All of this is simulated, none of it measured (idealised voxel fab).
Process module heading - voxel self aligned vias
In the cross-section labelled cut, the width is 270 nm and each square cell is 5 nm.
Square cells in a grid make up a cross-section in this document, and the grid is given as bands, listed from the top down, each one or more rows of cells.
For a band, the entry starts with two heights in nm, that of the top and then that of the bottom, and carries on with the band's materials in order from left to right, each alongside its width in nm; the word "all across" beside a single material means it fills the band edge to edge, and "blank" means empty space.
Zero point of the height axis is 0; under it, received wafer = one material. Lowest band: continues down indefinitely, "0 nm and below".
A width such as "30..40" changes by the same amount from each row of cells to the next, from the band's top row to its bottom row.
What does "no change" mean for a step? It means no cell of the cross-section changed in that step.
What "Closed-off voids" gives you is every empty space of 8 cells or more that is cut off from the top. Each appears as width x height at distance, with the distance taken from the left edge and width, height and distance all in nm.
Where a step's line continues beyond its settings, the continuation is a remark by the simulator itself on that step.
The setting "overlay nm" may be written on the line of a step. When the step uses a mask, the value reports how far to the right of the planned place the mask lay, and a negative value reports that it lay to the left.

### Process steps (planned)
- 1: RECEIVE: material Si
- 2: CONFORMAL_DEP: material SiO2, thk nm 15
- 3: CONFORMAL_DEP: material SiCN, thk nm 5
- 4: DIRECTIONAL_DEP: material lowk, thk nm 25
- 5: MASKED_ETCH: tone open, mask id LINES, width nm 30, pitch nm 70, etch materials lowk, depth nm 25, overlay nm 0
- 6: CONFORMAL_DEP: material TiN, thk nm 5
- 7: FILL_DEP: material W, thk nm 10
- 8: CMP: height nm 45
- 9: SELECTIVE_ETCH: etch materials W Ru TiN, depth nm 5
- 10: FILL_DEP: material SiN, thk nm 10
- 11: CMP: height nm 45
- 12: DIRECTIONAL_DEP: material lowk, thk nm 15
- 13: DIRECTIONAL_DEP: material aC, thk nm 15
- 14: PATTERN: tone open, mask id VIAS, material resist, width nm 50, pitch nm 70, thk nm 30, overlay nm 0
- 15: DIRECTIONAL_ETCH: etch materials aC, depth nm 15
- 16: STRIP: etch materials resist
- 17: DIRECTIONAL_ETCH: etch materials lowk, depth nm 15
- 18: DIRECTIONAL_ETCH: etch materials SiN, depth nm 5
- 19: STRIP: etch materials aC
- 20: CONFORMAL_DEP: material TiN, thk nm 5
- 21: FILL_DEP: material W, thk nm 5
- 22: CMP: height nm 60
- 23: CONFORMAL_DEP: material SiN, thk nm 5

### The first of a set of two wafers, run to plan

### Wafer as received: cross-section following step 1
0 nm and below | Si all across
Closed-off voids: none

### Cross-section: wafer state after step 2
15 nm to 0 nm | SiO2 all across
At heights below 0, the structure remains unaltered.

### Cross-section: wafer state after step 3
20 nm to 15 nm | SiCN all across
At heights below 15, the structure remains unaltered.

### Cross-section: wafer state after step 4
45 nm to 20 nm | lowk all across
At heights below 20, the structure remains unaltered.

### Cross-section: wafer state after step 5
45 nm to 20 nm | 50 lowk  30 blank  40 lowk  30 blank  40 lowk  30 blank  50 lowk
At heights below 20, the structure remains unaltered.

### Cross-section: wafer state after step 6
50 nm to 45 nm | 55 TiN  20 blank  50 TiN  20 blank  50 TiN  20 blank  55 TiN
45 nm to 25 nm | 50 lowk  5 TiN  20 blank  5 TiN  40 lowk  5 TiN  20 blank  5 TiN  40 lowk  5 TiN  20 blank  5 TiN  50 lowk
25 nm to 20 nm | 50 lowk  30 TiN  40 lowk  30 TiN  40 lowk  30 TiN  50 lowk
At heights below 20, the structure remains unaltered.

### Cross-section: wafer state after step 7
60 nm to 50 nm | W all across
50 nm to 45 nm | 55 TiN  20 W  50 TiN  20 W  50 TiN  20 W  55 TiN
45 nm to 25 nm | 50 lowk  5 TiN  20 W  5 TiN  40 lowk  5 TiN  20 W  5 TiN  40 lowk  5 TiN  20 W  5 TiN  50 lowk
At heights below 25, the structure remains unaltered.

### Cross-section: wafer state after step 8
45 nm to 25 nm | 50 lowk  5 TiN  20 W  5 TiN  40 lowk  5 TiN  20 W  5 TiN  40 lowk  5 TiN  20 W  5 TiN  50 lowk
At heights below 25, the structure remains unaltered.

### Cross-section: wafer state after step 9
45 nm to 40 nm | 50 lowk  30 blank  40 lowk  30 blank  40 lowk  30 blank  50 lowk
At heights below 40, the structure remains unaltered.

### Cross-section: wafer state after step 10
55 nm to 45 nm | SiN all across
45 nm to 40 nm | 50 lowk  30 SiN  40 lowk  30 SiN  40 lowk  30 SiN  50 lowk
At heights below 40, the structure remains unaltered.

### Cross-section: wafer state after step 11
45 nm to 40 nm | 50 lowk  30 SiN  40 lowk  30 SiN  40 lowk  30 SiN  50 lowk
At heights below 40, the structure remains unaltered.

### Cross-section: wafer state after step 12
60 nm to 45 nm | lowk all across
At heights below 45, the structure remains unaltered.

### Cross-section: wafer state after step 13
75 nm to 60 nm | aC all across
At heights below 60, the structure remains unaltered.

### Cross-section: wafer state after step 14
105 nm to 75 nm | 40 resist  50 blank  20 resist  50 blank  20 resist  50 blank  40 resist
At heights below 75, the structure remains unaltered.

### Cross-section: wafer state after step 15
90 nm to 75 nm | 40 resist  50 blank  20 resist  50 blank  20 resist  50 blank  40 resist
75 nm to 60 nm | 40 aC  50 blank  20 aC  50 blank  20 aC  50 blank  40 aC
At heights below 60, the structure remains unaltered.

### Cross-section: wafer state after step 16
75 nm to 60 nm | 40 aC  50 blank  20 aC  50 blank  20 aC  50 blank  40 aC
At heights below 60, the structure remains unaltered.

### Cross-section: wafer state after step 17
75 nm to 60 nm | 40 aC  50 blank  20 aC  50 blank  20 aC  50 blank  40 aC
60 nm to 45 nm | 40 lowk  50 blank  20 lowk  50 blank  20 lowk  50 blank  40 lowk
At heights below 45, the structure remains unaltered.

### Cross-section: wafer state after step 18
75 nm to 60 nm | 40 aC  50 blank  20 aC  50 blank  20 aC  50 blank  40 aC
60 nm to 45 nm | 40 lowk  50 blank  20 lowk  50 blank  20 lowk  50 blank  40 lowk
45 nm to 40 nm | 50 lowk  30 blank  40 lowk  30 blank  40 lowk  30 blank  50 lowk
At heights below 40, the structure remains unaltered.

### Cross-section: wafer state after step 19
60 nm to 45 nm | 40 lowk  50 blank  20 lowk  50 blank  20 lowk  50 blank  40 lowk
At heights below 45, the structure remains unaltered.

### Cross-section: wafer state after step 20
65 nm to 60 nm | 45 TiN  40 blank  30 TiN  40 blank  30 TiN  40 blank  45 TiN
60 nm to 50 nm | 40 lowk  5 TiN  40 blank  5 TiN  20 lowk  5 TiN  40 blank  5 TiN  20 lowk  5 TiN  40 blank  5 TiN  40 lowk
50 nm to 45 nm | 40 lowk  15 TiN  20 blank  15 TiN  20 lowk  15 TiN  20 blank  15 TiN  20 lowk  15 TiN  20 blank  15 TiN  40 lowk
45 nm to 40 nm | 50 lowk  30 TiN  40 lowk  30 TiN  40 lowk  30 TiN  50 lowk
At heights below 40, the structure remains unaltered.

### Cross-section: wafer state after step 21
70 nm to 65 nm | W all across
65 nm to 60 nm | 45 TiN  40 W  30 TiN  40 W  30 TiN  40 W  45 TiN
60 nm to 50 nm | 40 lowk  5 TiN  40 W  5 TiN  20 lowk  5 TiN  40 W  5 TiN  20 lowk  5 TiN  40 W  5 TiN  40 lowk
50 nm to 45 nm | 40 lowk  15 TiN  20 W  15 TiN  20 lowk  15 TiN  20 W  15 TiN  20 lowk  15 TiN  20 W  15 TiN  40 lowk
At heights below 45, the structure remains unaltered.

### Cross-section: wafer state after step 22
60 nm to 50 nm | 40 lowk  5 TiN  40 W  5 TiN  20 lowk  5 TiN  40 W  5 TiN  20 lowk  5 TiN  40 W  5 TiN  40 lowk
At heights below 50, the structure remains unaltered.

### Cross-section: wafer state after step 23
65 nm to 60 nm | SiN all across
At heights below 60, the structure remains unaltered.

### Wafer two: like wafer one in start and plan, but with one mistake in execution; identical up to and including step 13

### Second wafer shown in cross-section at the time step 14 was slated to end
105 nm to 75 nm | 35 resist  50 blank  20 resist  50 blank  20 resist  50 blank  45 resist
At heights below 75, the structure remains unaltered.

### Second wafer shown in cross-section at the time step 15 was slated to end
90 nm to 75 nm | 35 resist  50 blank  20 resist  50 blank  20 resist  50 blank  45 resist
75 nm to 60 nm | 35 aC  50 blank  20 aC  50 blank  20 aC  50 blank  45 aC
At heights below 60, the structure remains unaltered.

### Second wafer shown in cross-section at the time step 16 was slated to end
75 nm to 60 nm | 35 aC  50 blank  20 aC  50 blank  20 aC  50 blank  45 aC
At heights below 60, the structure remains unaltered.

### Second wafer shown in cross-section at the time step 17 was slated to end
75 nm to 60 nm | 35 aC  50 blank  20 aC  50 blank  20 aC  50 blank  45 aC
60 nm to 45 nm | 35 lowk  50 blank  20 lowk  50 blank  20 lowk  50 blank  45 lowk
At heights below 45, the structure remains unaltered.

### Second wafer shown in cross-section at the time step 18 was slated to end
75 nm to 60 nm | 35 aC  50 blank  20 aC  50 blank  20 aC  50 blank  45 aC
60 nm to 45 nm | 35 lowk  50 blank  20 lowk  50 blank  20 lowk  50 blank  45 lowk
45 nm to 40 nm | 50 lowk  30 blank  40 lowk  30 blank  40 lowk  30 blank  50 lowk
At heights below 40, the structure remains unaltered.

### Second wafer shown in cross-section at the time step 19 was slated to end
60 nm to 45 nm | 35 lowk  50 blank  20 lowk  50 blank  20 lowk  50 blank  45 lowk
At heights below 45, the structure remains unaltered.

### Second wafer shown in cross-section at the time step 20 was slated to end
65 nm to 60 nm | 40 TiN  40 blank  30 TiN  40 blank  30 TiN  40 blank  50 TiN
60 nm to 50 nm | 35 lowk  5 TiN  40 blank  5 TiN  20 lowk  5 TiN  40 blank  5 TiN  20 lowk  5 TiN  40 blank  5 TiN  45 lowk
50 nm to 45 nm | 35 lowk  20 TiN  20 blank  10 TiN  20 lowk  20 TiN  20 blank  10 TiN  20 lowk  20 TiN  20 blank  10 TiN  45 lowk
45 nm to 40 nm | 50 lowk  30 TiN  40 lowk  30 TiN  40 lowk  30 TiN  50 lowk
At heights below 40, the structure remains unaltered.

### Second wafer shown in cross-section at the time step 21 was slated to end
70 nm to 65 nm | W all across
65 nm to 60 nm | 40 TiN  40 W  30 TiN  40 W  30 TiN  40 W  50 TiN
60 nm to 50 nm | 35 lowk  5 TiN  40 W  5 TiN  20 lowk  5 TiN  40 W  5 TiN  20 lowk  5 TiN  40 W  5 TiN  45 lowk
50 nm to 45 nm | 35 lowk  20 TiN  20 W  10 TiN  20 lowk  20 TiN  20 W  10 TiN  20 lowk  20 TiN  20 W  10 TiN  45 lowk
At heights below 45, the structure remains unaltered.

### Second wafer shown in cross-section at the time step 22 was slated to end
60 nm to 50 nm | 35 lowk  5 TiN  40 W  5 TiN  20 lowk  5 TiN  40 W  5 TiN  20 lowk  5 TiN  40 W  5 TiN  45 lowk
At heights below 50, the structure remains unaltered.

### Second wafer shown in cross-section at the time step 23 was slated to end
65 nm to 60 nm | SiN all across
At heights below 60, the structure remains unaltered.
Error vs. plan: step 14 off recipe, ran as PATTERN: tone open, mask id VIAS, material resist, width nm 50, pitch nm 70, thk nm 30, overlay nm -5
At the close, every material occupies the same number of cells on the second wafer as on the first, only in different positions.
